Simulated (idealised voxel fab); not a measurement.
Module name: voxel wiring stack (process module)
Cross-section cut spans 215 nm and uses square cells 5 nm in size.
We lay out every cross-section as a grid of square cells and spell it out in bands from the top down, where one band means one or more rows of cells.
A band entry consists of two parts. The first gives the height of the band's top and the height of its bottom, in nm. The rest lists the band's materials from left to right, each with its width in nm. A single material labelled with the word "throughout" fills the band from edge to edge, and the word "air" marks empty space.
Height datum 0, below which the as-received substrate wafer is one material. Lowest band open at the bottom, running downward: "0..down".
Width spec "30..40" -> top row of cells at first value, bottom row at second value, equal per-row change in between.
Any step labelled "nothing was modified" changed none of the cells in the cross-section.
Heads up: "Non-vented voids" only lists the empty pockets with no open path to the top that are 8 cells or more, and it writes them as width x height at distance, distance from the left edge, in nm.
Past the settings on a step's line: simulator remark, on that step.
Each step line may optionally specify "overlay nm", which for a step with a mask gives the rightward distance between the mask's planned place and where it lay, a negative value indicating the leftward direction.

[List of planned process steps]
1) RECEIVE | material Si
2) CONFORMAL_DEP | material SiO2 | thk nm 15
3) CONFORMAL_DEP | material SiN | thk nm 5
4) DIRECTIONAL_DEP | material lowk | thk nm 15
5) MASKED_ETCH | tone open | mask id METAL_1 | width nm 25 | pitch nm 45 | etch materials lowk | depth nm 15 | overlay nm 0
6) MASKED_ETCH | tone open | mask id METAL_1 | width nm 25 | pitch nm 45 | etch materials SiN | depth nm 5 | overlay nm 0
7) CONFORMAL_DEP | material TiN | thk nm 5
8) FILL_DEP | material Cu | thk nm 5
9) CMP | height nm 35
10) CONFORMAL_DEP | material SiCN | thk nm 5
11) DIRECTIONAL_DEP | material SiO2 | thk nm 25
12) DIRECTIONAL_DEP | material aC | thk nm 10
13) PATTERN | tone open | mask id METAL_2_HOLES | material resist | width nm 15 | pitch nm 45 | thk nm 25 | overlay nm 0
14) DIRECTIONAL_ETCH | etch materials aC | depth nm 10
15) STRIP | etch materials resist
16) DIRECTIONAL_ETCH | etch materials SiO2 | depth nm 25
17) STRIP | etch materials aC
18) MASKED_ETCH | tone open | mask id METAL_2 | width nm 25 | pitch nm 45 | etch materials SiO2 | depth nm 15 | overlay nm 0
19) MASKED_ETCH | tone open | mask id METAL_2 | width nm 25 | pitch nm 45 | etch materials SiCN | depth nm 5 | overlay nm 0
20) CONFORMAL_DEP | material TiN | thk nm 5
21) FILL_DEP | material Ru | thk nm 10
22) CMP | height nm 65
23) CONFORMAL_DEP | material SiCN | thk nm 5
24) DIRECTIONAL_DEP | material SiO2 | thk nm 15
25) MASKED_ETCH | tone open | mask id PLUG_2 | width nm 15 | etch materials SiO2 | depth nm 15 | overlay nm 0
26) MASKED_ETCH | tone open | mask id PLUG_2 | width nm 15 | etch materials SiCN | depth nm 5 | overlay nm 0
27) EPI | material Ru | thk nm 10
28) EPI | material Ru | thk nm 10
29) DIRECTIONAL_DEP | material TiN | thk nm 5
30) DIRECTIONAL_DEP | material Ru | thk nm 20
31) DIRECTIONAL_DEP | material aC | thk nm 10
32) PATTERN | tone cover | mask id METAL_3 | material resist | width nm 25 | pitch nm 45 | thk nm 25 | overlay nm 0
33) DIRECTIONAL_ETCH | etch materials aC | depth nm 10
34) STRIP | etch materials resist
35) DIRECTIONAL_ETCH | etch materials Ru | depth nm 20
36) DIRECTIONAL_ETCH | etch materials TiN | depth nm 5
37) STRIP | etch materials aC
38) FILL_DEP | material SiO2 | thk nm 5
39) CMP | height nm 110
40) CONFORMAL_DEP | material SiCN | thk nm 5
41) DIRECTIONAL_DEP | material lowk | thk nm 25
42) MASKED_ETCH | tone open | mask id METAL_4 | width nm 15 | pitch nm 45 | etch materials lowk | depth nm 15 | overlay nm 0
43) DIRECTIONAL_DEP | material aC | thk nm 15
44) PATTERN | tone open | mask id METAL_4_HOLES | material resist | width nm 15 | thk nm 35 | overlay nm 0
45) DIRECTIONAL_ETCH | etch materials aC | depth nm 15
46) STRIP | etch materials resist
47) DIRECTIONAL_ETCH | etch materials lowk | depth nm 10
48) DIRECTIONAL_ETCH | etch materials SiCN | depth nm 5
49) STRIP | etch materials aC
50) CONFORMAL_DEP | material TiN | thk nm 5
51) FILL_DEP | material Cu | thk nm 10
52) CMP | height nm 140
53) CONFORMAL_DEP | material SiCN | thk nm 5
Heads up: all these wafers start the same, and what changes between them is the width nm in step 42. The value you see in the plan is just what the first wafer got.

[Cut through the first of several wafers as received, post step 1]
	0..down = Si throughout
	Non-vented voids: none

[After the module's final step, step 53: the first of several wafers in cross-section]
	145..140 = SiCN throughout
	140..130 = 70 nm lowk  5..10 nm TiN  10..5 nm Cu  5 nm TiN  30 nm lowk  5 nm TiN  5 nm Cu  5 nm TiN  80 nm lowk
	130..125 = 75 nm lowk  15 nm TiN  30 nm lowk  15 nm TiN  80 nm lowk
	125..115 = 75 nm lowk  10 nm TiN  130 nm lowk
	115..110 = 75 nm SiCN  10 nm TiN  130 nm SiCN
	110..90 = 70 nm SiO2  25 nm Ru  20 nm SiO2  25 nm Ru  75 nm SiO2
	90..85 = 70 nm SiO2  25 nm TiN  20 nm SiO2  25 nm TiN  75 nm SiO2
	85..70 = 70 nm SiO2  15 nm Ru  130 nm SiO2
	70..65 = 70 nm SiCN  15 nm Ru  130 nm SiCN
	65..55 = 70 nm SiO2  5 nm TiN  15 nm Ru  5 nm TiN  20 nm SiO2  5 nm TiN  15 nm Ru  5 nm TiN  75 nm SiO2
	55..50 = 70 nm SiO2  5 nm TiN  5 nm Ru  15 nm TiN  20 nm SiO2  5 nm TiN  5 nm Ru  15 nm TiN  75 nm SiO2
	50..40 = 70 nm SiO2  5 nm TiN  5 nm Ru  5 nm TiN  30 nm SiO2  5 nm TiN  5 nm Ru  5 nm TiN  85 nm SiO2
	40..35 = 70 nm SiCN  15 nm TiN  30 nm SiCN  15 nm TiN  85 nm SiCN
	35..20 = 70 nm lowk  5 nm TiN  15 nm Cu  5 nm TiN  20 nm lowk  5 nm TiN  15 nm Cu  5 nm TiN  75 nm lowk
	20..15 = 70 nm SiN  25 nm TiN  20 nm SiN  25 nm TiN  75 nm SiN
	15..0 = SiO2 throughout
	0..down = Si throughout
	Non-vented voids: none

[Cross-section, last wafer, module completion]
	145..140 = SiCN throughout
	140..130 = 70 nm lowk  5 nm TiN  20 nm Cu  5 nm TiN  15 nm lowk  5 nm TiN  20 nm Cu  5 nm TiN  70 nm lowk
	130..125 = 70 nm lowk  5 nm TiN  5 nm Cu  20 nm TiN  15 nm lowk  30 nm TiN  70 nm lowk
	125..115 = 70 nm lowk  5 nm TiN  5 nm Cu  5 nm TiN  130 nm lowk
	115..110 = 70 nm SiCN  15 nm TiN  130 nm SiCN
	110..90 = 70 nm SiO2  25 nm Ru  20 nm SiO2  25 nm Ru  75 nm SiO2
	90..85 = 70 nm SiO2  25 nm TiN  20 nm SiO2  25 nm TiN  75 nm SiO2
	85..70 = 70 nm SiO2  15 nm Ru  130 nm SiO2
	70..65 = 70 nm SiCN  15 nm Ru  130 nm SiCN
	65..55 = 70 nm SiO2  5 nm TiN  15 nm Ru  5 nm TiN  20 nm SiO2  5 nm TiN  15 nm Ru  5 nm TiN  75 nm SiO2
	55..50 = 70 nm SiO2  5 nm TiN  5 nm Ru  15 nm TiN  20 nm SiO2  5 nm TiN  5 nm Ru  15 nm TiN  75 nm SiO2
	50..40 = 70 nm SiO2  5 nm TiN  5 nm Ru  5 nm TiN  30 nm SiO2  5 nm TiN  5 nm Ru  5 nm TiN  85 nm SiO2
	40..35 = 70 nm SiCN  15 nm TiN  30 nm SiCN  15 nm TiN  85 nm SiCN
	35..20 = 70 nm lowk  5 nm TiN  15 nm Cu  5 nm TiN  20 nm lowk  5 nm TiN  15 nm Cu  5 nm TiN  75 nm lowk
	20..15 = 70 nm SiN  25 nm TiN  20 nm SiN  25 nm TiN  75 nm SiN
	15..0 = SiO2 throughout
	0..down = Si throughout
	Non-vented voids: none

[Quick key for the table: a row per wafer, taken at the end of the module. For each material it tells you how many cells the wafer gained (+) or lost (-) since it came in, and the closed voids come after]
width nm 15, +23 Cu, +70 Ru, +161 SiCN, +33 SiN, +587 SiO2, +83 TiN, +290 lowk, Non-vented voids: none
width nm 20, +27 Cu, +70 Ru, +161 SiCN, +33 SiN, +587 SiO2, +85 TiN, +284 lowk, Non-vented voids: none
width nm 25, +33 Cu, +70 Ru, +160 SiCN, +33 SiN, +587 SiO2, +86 TiN, +278 lowk, Non-vented voids: none
width nm 30, +37 Cu, +70 Ru, +160 SiCN, +33 SiN, +587 SiO2, +88 TiN, +272 lowk, Non-vented voids: none
